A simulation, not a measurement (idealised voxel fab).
voxel released beams: a process module
Section shown: cut. Width: 290 nm. Cell size: 5 nm, square.
A cross-section is a grid of square cells, given in bands from the top down. A band is one or more rows of cells. Per band: top height and bottom height in nm, followed by the left-to-right materials and their widths in nm; "all across" marks a single material spanning edge to edge, "empty" marks empty space. Heights are expressed relative to 0, this being the level below which the as-received wafer comprises one material exclusively. The lowest band is unbounded in the downward direction and is denoted as in "0 down". It should be noted that a width expressed as "30->40" varies in equal increments from row to row of cells within the band, taking the value of the first number at the top row and that of the second number at the bottom row. Reading "same as before" for a step: not a cell of the cross-section changed in it. For the entry "Internal closed voids", the listed items are empty spaces with no open way to the top whose size is 8 cells or more; each item follows the pattern width x height at distance, where distance is from the left edge and all three are in nm. If you see something after the settings on a step's line, that's the simulator's own remark about that step. overlay nm, on a step with a mask: how far to the right of its planned place the mask lay; to the left if negative.

List of planned process steps
| 1 | RECEIVE [material Si] |
| 2 | CONFORMAL_DEP [material Al2O3] [thk nm 5] |
| 3 | DIRECTIONAL_DEP [material SiO2] [thk nm 15] |
| 4 | PATTERN [tone open] [mask id ANCHOR] [material resist] [width nm 25] [thk nm 15] [overlay nm 0] |
| 5 | DIRECTIONAL_ETCH [etch materials SiO2] [depth nm 15] |
| 6 | STRIP [etch materials resist] |
| 7 | CONFORMAL_DEP [material polySi] [thk nm 10] |
| 8 | MASKED_ETCH [tone cover] [mask id BEAM] [width nm 95] [etch materials polySi] [depth nm 10] [overlay nm 0] |
| 9 | STRIP [etch materials SiO2] |

Incoming wafer in cross-section (state: after step 1)
* 0 down = Si all across
* Internal closed voids: none

Module complete - cross-section of the first of two wafers, run according to plan
* 30 to 20 = empty 95 nm; polySi 15 nm; empty 5 nm; polySi 75 nm; empty 100 nm
* 20 to 15 = empty 100 nm; polySi 10 nm; empty 5 nm; polySi 10 nm; empty 165 nm
* 15 to 5 = empty 100 nm; polySi 25 nm; empty 165 nm
* 5 to 0 = Al2O3 all across
* 0 down = Si all across
* Internal closed voids: none

Cross-section of the latter of the two wafers at module completion. It had an identical start and an identical plan to the former; in running it, one mistake was made
* 25 to 15 = empty 95 nm; polySi 15 nm; empty 5 nm; polySi 75 nm; empty 100 nm
* 15 to 10 = empty 100 nm; polySi 10 nm; empty 5 nm; polySi 10 nm; empty 165 nm
* 10 to 0 = empty 100 nm; polySi 25 nm; empty 165 nm
* 0 down = Si all across
* Internal closed voids: none
Here's what went sideways: step 2 from the plan never happened, it was just skipped
Count the cells at the end and the second wafer has more or fewer of some materials than the first: Al2O3: 58 fewer
